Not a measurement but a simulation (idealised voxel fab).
Process module under the name voxel air gaps
Pictured: cross-section cut, 275 nm wide, on a grid of 5 nm square cells.
Throughout this document, each cross-section is represented as a grid of square cells and is presented as a sequence of bands enumerated from the top downward, where a band comprises one or more rows of cells.
What a band's entry tells you: where the top is and where the bottom is, as heights in nm, and after that what lies inside, material by material from left to right, each with its width in nm. Empty space is written as the word "blank", and a single material marked with the word "edge to edge" occupies the band from edge to edge.
Ref level 0: as-received wafer is one material below here. Bottom band extends down with no lower bound ("0 down").
Read "30->40" as a graded width: first number on top, second number at the bottom, same change between each pair of neighbouring rows.
Key: "nothing was modified" - step with no changed cell in the cross-section.
Any empty space of 8 cells or more lacking an open way to the top shows up in "Enclosed internal cavities" as width x height at distance, distance from the left edge, in nm.
It should be noted that, on the line of a given step, the content following the step's settings is a remark produced by the simulator itself with respect to that step.
"overlay nm" on a masked step: distance the mask lay right of its planned place, negative for left.

**Intended process steps**
step 1: RECEIVE,material Si
step 2: CONFORMAL_DEP,material SiO2,thk nm 10
step 3: CONFORMAL_DEP,material SiCN,thk nm 5
step 4: DIRECTIONAL_DEP,material SiO2,thk nm 35
step 5: PATTERN,tone open,mask id LINES,material resist,width nm 20,pitch nm 50,thk nm 20,overlay nm 0
step 6: DIRECTIONAL_ETCH,etch materials SiO2,depth nm 35
step 7: STRIP,etch materials resist
step 8: CONFORMAL_DEP,material TiN,thk nm 5
step 9: FILL_DEP,material Cu,thk nm 10
step 10: CMP,height nm 50
step 11: EPI,material Ru,thk nm 10
step 12: SELECTIVE_ETCH,etch materials SiO2,depth nm 45
step 13: CONFORMAL_DEP,material SiCN,thk nm 5

**Cross-sectional view of the wafer in its as-received condition, corresponding to the state after step 1**
* 0 down  Si edge to edge
* Enclosed internal cavities: none

**End state of the module in cross-section, given the above starting point and plan and one mistake in execution**
* 65 to 60  blank 60 nm, SiCN 150 nm, blank 65 nm
* 60 to 50  blank 60 nm, SiCN 5 nm, Ru 40 nm, SiCN 10 nm, Ru 40 nm, SiCN 10 nm, Ru 40 nm, SiCN 5 nm, blank 65 nm
* 50 to 45  blank 60 nm, SiCN 15 nm, TiN 5 nm, Cu 10 nm, TiN 5 nm, SiCN 30 nm, TiN 5 nm, Cu 10 nm, TiN 5 nm, SiCN 30 nm, TiN 5 nm, Cu 10 nm, TiN 5 nm, SiCN 15 nm, blank 65 nm
* 45 to 30  blank 70 nm, SiCN 5 nm, TiN 5 nm, Cu 10 nm, TiN 5 nm, SiCN 5 nm, blank 20 nm, SiCN 5 nm, TiN 5 nm, Cu 10 nm, TiN 5 nm, SiCN 5 nm, blank 20 nm, SiCN 5 nm, TiN 5 nm, Cu 10 nm, TiN 5 nm, SiCN 5 nm, blank 75 nm
* 30 to 25  SiCN 75 nm, TiN 20 nm, SiCN 30 nm, TiN 20 nm, SiCN 30 nm, TiN 20 nm, SiCN 80 nm
* 25 to 10  SiCN edge to edge
* 10 to 0  SiO2 edge to edge
* 0 down  Si edge to edge
* Enclosed internal cavities: 20 x 15 at 100; 20 x 15 at 150
Where did the run depart from the plan? step 3 was processed under conditions differing from the plan, specifically as CONFORMAL_DEP,material SiCN,thk nm 15
